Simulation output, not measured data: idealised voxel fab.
Title: Process Module voxel gate over fins
285 nm wide, 5 nm square cells: that's cross-section cut.
Cross-section = grid of square cells, listed top down in bands; band = one or more rows.
Band: top and bottom heights (nm) first, top before bottom; then materials from left to right, widths in nm. "edge to edge" marks a sole material filling the band edge to edge. "empty" denotes empty space.
A quick word on heights: they are counted from 0, and under that level the wafer as it came to us is one material throughout. The lowest band is different from the rest in having no bottom; it simply continues downward, written as in "0..down".
The notation "30->40" denotes a width that varies across the rows of cells in the band, beginning at the first number in the top row, finishing at the second number in the bottom row, and changing by an identical amount from each row to the next.
"remained unchanged" after a step means that no cell of the cross-section changed.
"Sealed internal voids" means: voids of 8 cells or more that are shut off from the top with no open way through. Written width x height at distance, distance from the left edge, in nm.
On each step's line, the part that comes after the settings is the simulator's own comment on the step.
The "overlay nm" setting may appear on a step's line; for a step that uses a mask, it gives how far to the right of its planned position the mask lay, and a negative value indicates the left.

This section lists the process steps that were planned
1. RECEIVE (material Si)
2. CONFORMAL_DEP (material SiN; thk nm 5)
3. MASKED_ETCH (tone cover; mask id FINS; width nm 15; pitch nm 60; etch materials SiN; depth nm 5; overlay nm 0)
4. MASKED_ETCH (tone cover; mask id FINS; width nm 15; pitch nm 60; etch materials Si; depth nm 35; overlay nm 0)
5. OXIDIZE (depth nm 5)
6. FILL_DEP (material SiO2; thk nm 5)
7. CMP (height nm 5)
8. PATTERN (tone open; mask id RAIL; material resist; width nm 15; thk nm 20; overlay nm 0)
9. DIRECTIONAL_ETCH (etch materials SiO2; depth nm 35)
10. STRIP (etch materials resist)
11. CONFORMAL_DEP (material TiN; thk nm 5)
12. FILL_DEP (material W; thk nm 10)
13. CMP (height nm 5)
14. SELECTIVE_ETCH (etch materials W Ru TiN; depth nm 30)
15. FILL_DEP (material SiO2; thk nm 5)
16. CMP (height nm 5)
17. SELECTIVE_ETCH (etch materials SiO2; depth nm 20)
18. STRIP (etch materials SiN)
19. CONFORMAL_DEP (material HfO2; thk nm 5)
20. CONFORMAL_DEP (material TiN; thk nm 5)
21. FILL_DEP (material W; thk nm 10)
22. CMP (height nm 15)
23. CONFORMAL_DEP (material SiN; thk nm 10)

Concerning the first of two wafers, which was run in accordance with the plan

So this is the incoming wafer in cross-section - it's already been through step 1
	0..down  Si edge to edge
	Sealed internal voids: none

State of the wafer after step 2, shown in cross-section
	5..0  SiN edge to edge
	below 0: unchanged

State of the wafer after step 3, shown in cross-section
	5..0  empty: 45 / SiN: 15 / empty: 45 / SiN: 15 / empty: 45 / SiN: 15 / empty: 45 / SiN: 15 / empty: 45
	below 0: unchanged

State of the wafer after step 4, shown in cross-section
	5..0  empty: 45 / SiN: 15 / empty: 45 / SiN: 15 / empty: 45 / SiN: 15 / empty: 45 / SiN: 15 / empty: 45
	0..-35  empty: 45 / Si: 15 / empty: 45 / Si: 15 / empty: 45 / Si: 15 / empty: 45 / Si: 15 / empty: 45
	below -35: unchanged

State of the wafer after step 5, shown in cross-section
	5..0  empty: 45 / SiN: 15 / empty: 45 / SiN: 15 / empty: 45 / SiN: 15 / empty: 45 / SiN: 15 / empty: 45
	0..-35  empty: 45 / SiO2: 5 / Si: 5 / SiO2: 5 / empty: 45 / SiO2: 5 / Si: 5 / SiO2: 5 / empty: 45 / SiO2: 5 / Si: 5 / SiO2: 5 / empty: 45 / SiO2: 5 / Si: 5 / SiO2: 5 / empty: 45
	-35..-40  SiO2: 50 / Si: 5 / SiO2: 55 / Si: 5 / SiO2: 55 / Si: 5 / SiO2: 55 / Si: 5 / SiO2: 50
	below -40: unchanged

State of the wafer after step 6, shown in cross-section
	10..5  SiO2 edge to edge
	5..0  SiO2: 45 / SiN: 15 / SiO2: 45 / SiN: 15 / SiO2: 45 / SiN: 15 / SiO2: 45 / SiN: 15 / SiO2: 45
	0..-40  SiO2: 50 / Si: 5 / SiO2: 55 / Si: 5 / SiO2: 55 / Si: 5 / SiO2: 55 / Si: 5 / SiO2: 50
	below -40: unchanged

State of the wafer after step 7, shown in cross-section
	5..0  SiO2: 45 / SiN: 15 / SiO2: 45 / SiN: 15 / SiO2: 45 / SiN: 15 / SiO2: 45 / SiN: 15 / SiO2: 45
	below 0: unchanged

State of the wafer after step 8, shown in cross-section
	25..5  resist: 75 / empty: 15 / resist: 195
	below 5: unchanged

State of the wafer after step 9, shown in cross-section
	25..5  resist: 75 / empty: 15 / resist: 195
	5..0  SiO2: 45 / SiN: 15 / SiO2: 15 / empty: 15 / SiO2: 15 / SiN: 15 / SiO2: 45 / SiN: 15 / SiO2: 45 / SiN: 15 / SiO2: 45
	0..-30  SiO2: 50 / Si: 5 / SiO2: 20 / empty: 15 / SiO2: 20 / Si: 5 / SiO2: 55 / Si: 5 / SiO2: 55 / Si: 5 / SiO2: 50
	below -30: unchanged

State of the wafer after step 10, shown in cross-section
	5..0  SiO2: 45 / SiN: 15 / SiO2: 15 / empty: 15 / SiO2: 15 / SiN: 15 / SiO2: 45 / SiN: 15 / SiO2: 45 / SiN: 15 / SiO2: 45
	below 0: unchanged

State of the wafer after step 11, shown in cross-section
	10..5  TiN: 80 / empty: 5 / TiN: 200
	5..0  SiO2: 45 / SiN: 15 / SiO2: 15 / TiN: 5 / empty: 5 / TiN: 5 / SiO2: 15 / SiN: 15 / SiO2: 45 / SiN: 15 / SiO2: 45 / SiN: 15 / SiO2: 45
	0..-25  SiO2: 50 / Si: 5 / SiO2: 20 / TiN: 5 / empty: 5 / TiN: 5 / SiO2: 20 / Si: 5 / SiO2: 55 / Si: 5 / SiO2: 55 / Si: 5 / SiO2: 50
	-25..-30  SiO2: 50 / Si: 5 / SiO2: 20 / TiN: 15 / SiO2: 20 / Si: 5 / SiO2: 55 / Si: 5 / SiO2: 55 / Si: 5 / SiO2: 50
	below -30: unchanged

State of the wafer after step 12, shown in cross-section
	20..10  W edge to edge
	10..5  TiN: 80 / W: 5 / TiN: 200
	5..0  SiO2: 45 / SiN: 15 / SiO2: 15 / TiN: 5 / W: 5 / TiN: 5 / SiO2: 15 / SiN: 15 / SiO2: 45 / SiN: 15 / SiO2: 45 / SiN: 15 / SiO2: 45
	0..-25  SiO2: 50 / Si: 5 / SiO2: 20 / TiN: 5 / W: 5 / TiN: 5 / SiO2: 20 / Si: 5 / SiO2: 55 / Si: 5 / SiO2: 55 / Si: 5 / SiO2: 50
	below -25: unchanged

State of the wafer after step 13, shown in cross-section
	5..0  SiO2: 45 / SiN: 15 / SiO2: 15 / TiN: 5 / W: 5 / TiN: 5 / SiO2: 15 / SiN: 15 / SiO2: 45 / SiN: 15 / SiO2: 45 / SiN: 15 / SiO2: 45
	below 0: unchanged

State of the wafer after step 14, shown in cross-section
	5..0  SiO2: 45 / SiN: 15 / SiO2: 15 / empty: 15 / SiO2: 15 / SiN: 15 / SiO2: 45 / SiN: 15 / SiO2: 45 / SiN: 15 / SiO2: 45
	0..-25  SiO2: 50 / Si: 5 / SiO2: 20 / empty: 15 / SiO2: 20 / Si: 5 / SiO2: 55 / Si: 5 / SiO2: 55 / Si: 5 / SiO2: 50
	below -25: unchanged

State of the wafer after step 15, shown in cross-section
	10..5  SiO2 edge to edge
	5..0  SiO2: 45 / SiN: 15 / SiO2: 45 / SiN: 15 / SiO2: 45 / SiN: 15 / SiO2: 45 / SiN: 15 / SiO2: 45
	0..-25  SiO2: 50 / Si: 5 / SiO2: 55 / Si: 5 / SiO2: 55 / Si: 5 / SiO2: 55 / Si: 5 / SiO2: 50
	below -25: unchanged

State of the wafer after step 16, shown in cross-section
	5..0  SiO2: 45 / SiN: 15 / SiO2: 45 / SiN: 15 / SiO2: 45 / SiN: 15 / SiO2: 45 / SiN: 15 / SiO2: 45
	below 0: unchanged

State of the wafer after step 17, shown in cross-section
	5..0  empty: 45 / SiN: 15 / empty: 45 / SiN: 15 / empty: 45 / SiN: 15 / empty: 45 / SiN: 15 / empty: 45
	0..-15  empty: 50 / Si: 5 / empty: 55 / Si: 5 / empty: 55 / Si: 5 / empty: 55 / Si: 5 / empty: 50
	below -15: unchanged

State of the wafer after step 18, shown in cross-section
	0..-15  empty: 50 / Si: 5 / empty: 55 / Si: 5 / empty: 55 / Si: 5 / empty: 55 / Si: 5 / empty: 50
	below -15: unchanged

State of the wafer after step 19, shown in cross-section
	5..0  empty: 45 / HfO2: 15 / empty: 45 / HfO2: 15 / empty: 45 / HfO2: 15 / empty: 45 / HfO2: 15 / empty: 45
	0..-10  empty: 45 / HfO2: 5 / Si: 5 / HfO2: 5 / empty: 45 / HfO2: 5 / Si: 5 / HfO2: 5 / empty: 45 / HfO2: 5 / Si: 5 / HfO2: 5 / empty: 45 / HfO2: 5 / Si: 5 / HfO2: 5 / empty: 45
	-10..-15  HfO2: 50 / Si: 5 / HfO2: 55 / Si: 5 / HfO2: 55 / Si: 5 / HfO2: 55 / Si: 5 / HfO2: 50
	below -15: unchanged

State of the wafer after step 20, shown in cross-section
	10..5  empty: 40 / TiN: 25 / empty: 35 / TiN: 25 / empty: 35 / TiN: 25 / empty: 35 / TiN: 25 / empty: 40
	5..0  empty: 40 / TiN: 5 / HfO2: 15 / TiN: 5 / empty: 35 / TiN: 5 / HfO2: 15 / TiN: 5 / empty: 35 / TiN: 5 / HfO2: 15 / TiN: 5 / empty: 35 / TiN: 5 / HfO2: 15 / TiN: 5 / empty: 40
	0..-5  empty: 40 / TiN: 5 / HfO2: 5 / Si: 5 / HfO2: 5 / TiN: 5 / empty: 35 / TiN: 5 / HfO2: 5 / Si: 5 / HfO2: 5 / TiN: 5 / empty: 35 / TiN: 5 / HfO2: 5 / Si: 5 / HfO2: 5 / TiN: 5 / empty: 35 / TiN: 5 / HfO2: 5 / Si: 5 / HfO2: 5 / TiN: 5 / empty: 40
	-5..-10  TiN: 45 / HfO2: 5 / Si: 5 / HfO2: 5 / TiN: 45 / HfO2: 5 / Si: 5 / HfO2: 5 / TiN: 45 / HfO2: 5 / Si: 5 / HfO2: 5 / TiN: 45 / HfO2: 5 / Si: 5 / HfO2: 5 / TiN: 45
	below -10: unchanged

State of the wafer after step 21, shown in cross-section
	20..10  W edge to edge
	10..5  W: 40 / TiN: 25 / W: 35 / TiN: 25 / W: 35 / TiN: 25 / W: 35 / TiN: 25 / W: 40
	5..0  W: 40 / TiN: 5 / HfO2: 15 / TiN: 5 / W: 35 / TiN: 5 / HfO2: 15 / TiN: 5 / W: 35 / TiN: 5 / HfO2: 15 / TiN: 5 / W: 35 / TiN: 5 / HfO2: 15 / TiN: 5 / W: 40
	0..-5  W: 40 / TiN: 5 / HfO2: 5 / Si: 5 / HfO2: 5 / TiN: 5 / W: 35 / TiN: 5 / HfO2: 5 / Si: 5 / HfO2: 5 / TiN: 5 / W: 35 / TiN: 5 / HfO2: 5 / Si: 5 / HfO2: 5 / TiN: 5 / W: 35 / TiN: 5 / HfO2: 5 / Si: 5 / HfO2: 5 / TiN: 5 / W: 40
	below -5: unchanged

State of the wafer after step 22, shown in cross-section
	15..10  W edge to edge
	below 10: unchanged

State of the wafer after step 23, shown in cross-section
	25..15  SiN edge to edge
	below 15: unchanged

It is to be noted that the second wafer proceeded from the same initial state and according to the same plan as the first, although one mistake was committed in its execution; through step 3, inclusive, the two wafers share an identical history

Second wafer at the planned finish of step 4, seen in cross-section
	5..0  empty: 45 / SiN: 15 / empty: 45 / SiN: 15 / empty: 45 / SiN: 15 / empty: 45 / SiN: 15 / empty: 45
	0..-30  empty: 45 / Si: 15 / empty: 45 / Si: 15 / empty: 45 / Si: 15 / empty: 45 / Si: 15 / empty: 45
	below -30: unchanged

Second wafer at the planned finish of step 5, seen in cross-section
	5..0  empty: 45 / SiN: 15 / empty: 45 / SiN: 15 / empty: 45 / SiN: 15 / empty: 45 / SiN: 15 / empty: 45
	0..-30  empty: 45 / SiO2: 5 / Si: 5 / SiO2: 5 / empty: 45 / SiO2: 5 / Si: 5 / SiO2: 5 / empty: 45 / SiO2: 5 / Si: 5 / SiO2: 5 / empty: 45 / SiO2: 5 / Si: 5 / SiO2: 5 / empty: 45
	-30..-35  SiO2: 50 / Si: 5 / SiO2: 55 / Si: 5 / SiO2: 55 / Si: 5 / SiO2: 55 / Si: 5 / SiO2: 50
	below -35: unchanged

Second wafer at the planned finish of step 6, seen in cross-section
	10..5  SiO2 edge to edge
	5..0  SiO2: 45 / SiN: 15 / SiO2: 45 / SiN: 15 / SiO2: 45 / SiN: 15 / SiO2: 45 / SiN: 15 / SiO2: 45
	0..-35  SiO2: 50 / Si: 5 / SiO2: 55 / Si: 5 / SiO2: 55 / Si: 5 / SiO2: 55 / Si: 5 / SiO2: 50
	below -35: unchanged

Second wafer at the planned finish of step 7, seen in cross-section
	5..0  SiO2: 45 / SiN: 15 / SiO2: 45 / SiN: 15 / SiO2: 45 / SiN: 15 / SiO2: 45 / SiN: 15 / SiO2: 45
	below 0: unchanged

Second wafer at the planned finish of step 8, seen in cross-section
	25..5  resist: 75 / empty: 15 / resist: 195
	below 5: unchanged

Second wafer at the planned finish of step 9, seen in cross-section
	25..5  resist: 75 / empty: 15 / resist: 195
	5..0  SiO2: 45 / SiN: 15 / SiO2: 15 / empty: 15 / SiO2: 15 / SiN: 15 / SiO2: 45 / SiN: 15 / SiO2: 45 / SiN: 15 / SiO2: 45
	0..-30  SiO2: 50 / Si: 5 / SiO2: 20 / empty: 15 / SiO2: 20 / Si: 5 / SiO2: 55 / Si: 5 / SiO2: 55 / Si: 5 / SiO2: 50
	below -30: unchanged

Second wafer at the planned finish of step 10, seen in cross-section
	5..0  SiO2: 45 / SiN: 15 / SiO2: 15 / empty: 15 / SiO2: 15 / SiN: 15 / SiO2: 45 / SiN: 15 / SiO2: 45 / SiN: 15 / SiO2: 45
	below 0: unchanged

Second wafer at the planned finish of step 11, seen in cross-section
	10..5  TiN: 80 / empty: 5 / TiN: 200
	5..0  SiO2: 45 / SiN: 15 / SiO2: 15 / TiN: 5 / empty: 5 / TiN: 5 / SiO2: 15 / SiN: 15 / SiO2: 45 / SiN: 15 / SiO2: 45 / SiN: 15 / SiO2: 45
	0..-25  SiO2: 50 / Si: 5 / SiO2: 20 / TiN: 5 / empty: 5 / TiN: 5 / SiO2: 20 / Si: 5 / SiO2: 55 / Si: 5 / SiO2: 55 / Si: 5 / SiO2: 50
	-25..-30  SiO2: 50 / Si: 5 / SiO2: 20 / TiN: 15 / SiO2: 20 / Si: 5 / SiO2: 55 / Si: 5 / SiO2: 55 / Si: 5 / SiO2: 50
	below -30: unchanged

Second wafer at the planned finish of step 12, seen in cross-section
	20..10  W edge to edge
	10..5  TiN: 80 / W: 5 / TiN: 200
	5..0  SiO2: 45 / SiN: 15 / SiO2: 15 / TiN: 5 / W: 5 / TiN: 5 / SiO2: 15 / SiN: 15 / SiO2: 45 / SiN: 15 / SiO2: 45 / SiN: 15 / SiO2: 45
	0..-25  SiO2: 50 / Si: 5 / SiO2: 20 / TiN: 5 / W: 5 / TiN: 5 / SiO2: 20 / Si: 5 / SiO2: 55 / Si: 5 / SiO2: 55 / Si: 5 / SiO2: 50
	below -25: unchanged

Second wafer at the planned finish of step 13, seen in cross-section
	5..0  SiO2: 45 / SiN: 15 / SiO2: 15 / TiN: 5 / W: 5 / TiN: 5 / SiO2: 15 / SiN: 15 / SiO2: 45 / SiN: 15 / SiO2: 45 / SiN: 15 / SiO2: 45
	below 0: unchanged

Second wafer at the planned finish of step 14, seen in cross-section
	5..0  SiO2: 45 / SiN: 15 / SiO2: 15 / empty: 15 / SiO2: 15 / SiN: 15 / SiO2: 45 / SiN: 15 / SiO2: 45 / SiN: 15 / SiO2: 45
	0..-25  SiO2: 50 / Si: 5 / SiO2: 20 / empty: 15 / SiO2: 20 / Si: 5 / SiO2: 55 / Si: 5 / SiO2: 55 / Si: 5 / SiO2: 50
	below -25: unchanged

Second wafer at the planned finish of step 15, seen in cross-section
	10..5  SiO2 edge to edge
	5..0  SiO2: 45 / SiN: 15 / SiO2: 45 / SiN: 15 / SiO2: 45 / SiN: 15 / SiO2: 45 / SiN: 15 / SiO2: 45
	0..-25  SiO2: 50 / Si: 5 / SiO2: 55 / Si: 5 / SiO2: 55 / Si: 5 / SiO2: 55 / Si: 5 / SiO2: 50
	below -25: unchanged

Second wafer at the planned finish of step 16, seen in cross-section
	5..0  SiO2: 45 / SiN: 15 / SiO2: 45 / SiN: 15 / SiO2: 45 / SiN: 15 / SiO2: 45 / SiN: 15 / SiO2: 45
	below 0: unchanged

Second wafer at the planned finish of step 17, seen in cross-section
	5..0  empty: 45 / SiN: 15 / empty: 45 / SiN: 15 / empty: 45 / SiN: 15 / empty: 45 / SiN: 15 / empty: 45
	0..-15  empty: 50 / Si: 5 / empty: 55 / Si: 5 / empty: 55 / Si: 5 / empty: 55 / Si: 5 / empty: 50
	below -15: unchanged

Second wafer at the planned finish of step 18, seen in cross-section
	0..-15  empty: 50 / Si: 5 / empty: 55 / Si: 5 / empty: 55 / Si: 5 / empty: 55 / Si: 5 / empty: 50
	below -15: unchanged

Second wafer at the planned finish of step 19, seen in cross-section
	5..0  empty: 45 / HfO2: 15 / empty: 45 / HfO2: 15 / empty: 45 / HfO2: 15 / empty: 45 / HfO2: 15 / empty: 45
	0..-10  empty: 45 / HfO2: 5 / Si: 5 / HfO2: 5 / empty: 45 / HfO2: 5 / Si: 5 / HfO2: 5 / empty: 45 / HfO2: 5 / Si: 5 / HfO2: 5 / empty: 45 / HfO2: 5 / Si: 5 / HfO2: 5 / empty: 45
	-10..-15  HfO2: 50 / Si: 5 / HfO2: 55 / Si: 5 / HfO2: 55 / Si: 5 / HfO2: 55 / Si: 5 / HfO2: 50
	below -15: unchanged

Second wafer at the planned finish of step 20, seen in cross-section
	10..5  empty: 40 / TiN: 25 / empty: 35 / TiN: 25 / empty: 35 / TiN: 25 / empty: 35 / TiN: 25 / empty: 40
	5..0  empty: 40 / TiN: 5 / HfO2: 15 / TiN: 5 / empty: 35 / TiN: 5 / HfO2: 15 / TiN: 5 / empty: 35 / TiN: 5 / HfO2: 15 / TiN: 5 / empty: 35 / TiN: 5 / HfO2: 15 / TiN: 5 / empty: 40
	0..-5  empty: 40 / TiN: 5 / HfO2: 5 / Si: 5 / HfO2: 5 / TiN: 5 / empty: 35 / TiN: 5 / HfO2: 5 / Si: 5 / HfO2: 5 / TiN: 5 / empty: 35 / TiN: 5 / HfO2: 5 / Si: 5 / HfO2: 5 / TiN: 5 / empty: 35 / TiN: 5 / HfO2: 5 / Si: 5 / HfO2: 5 / TiN: 5 / empty: 40
	-5..-10  TiN: 45 / HfO2: 5 / Si: 5 / HfO2: 5 / TiN: 45 / HfO2: 5 / Si: 5 / HfO2: 5 / TiN: 45 / HfO2: 5 / Si: 5 / HfO2: 5 / TiN: 45 / HfO2: 5 / Si: 5 / HfO2: 5 / TiN: 45
	below -10: unchanged

Second wafer at the planned finish of step 21, seen in cross-section
	20..10  W edge to edge
	10..5  W: 40 / TiN: 25 / W: 35 / TiN: 25 / W: 35 / TiN: 25 / W: 35 / TiN: 25 / W: 40
	5..0  W: 40 / TiN: 5 / HfO2: 15 / TiN: 5 / W: 35 / TiN: 5 / HfO2: 15 / TiN: 5 / W: 35 / TiN: 5 / HfO2: 15 / TiN: 5 / W: 35 / TiN: 5 / HfO2: 15 / TiN: 5 / W: 40
	0..-5  W: 40 / TiN: 5 / HfO2: 5 / Si: 5 / HfO2: 5 / TiN: 5 / W: 35 / TiN: 5 / HfO2: 5 / Si: 5 / HfO2: 5 / TiN: 5 / W: 35 / TiN: 5 / HfO2: 5 / Si: 5 / HfO2: 5 / TiN: 5 / W: 35 / TiN: 5 / HfO2: 5 / Si: 5 / HfO2: 5 / TiN: 5 / W: 40
	below -5: unchanged

Second wafer at the planned finish of step 22, seen in cross-section
	15..10  W edge to edge
	below 10: unchanged

Second wafer at the planned finish of step 23, seen in cross-section
	25..15  SiN edge to edge
	below 15: unchanged
Here's what went sideways: planned and actual differ for step 4; actual: MASKED_ETCH (tone cover; mask id FINS; width nm 15; pitch nm 60; etch materials Si; depth nm 30; overlay nm 0)
Wafer comparison, final, in cells, second relative to first, materials more or fewer: Si: 53 more; SiO2: 53 fewer
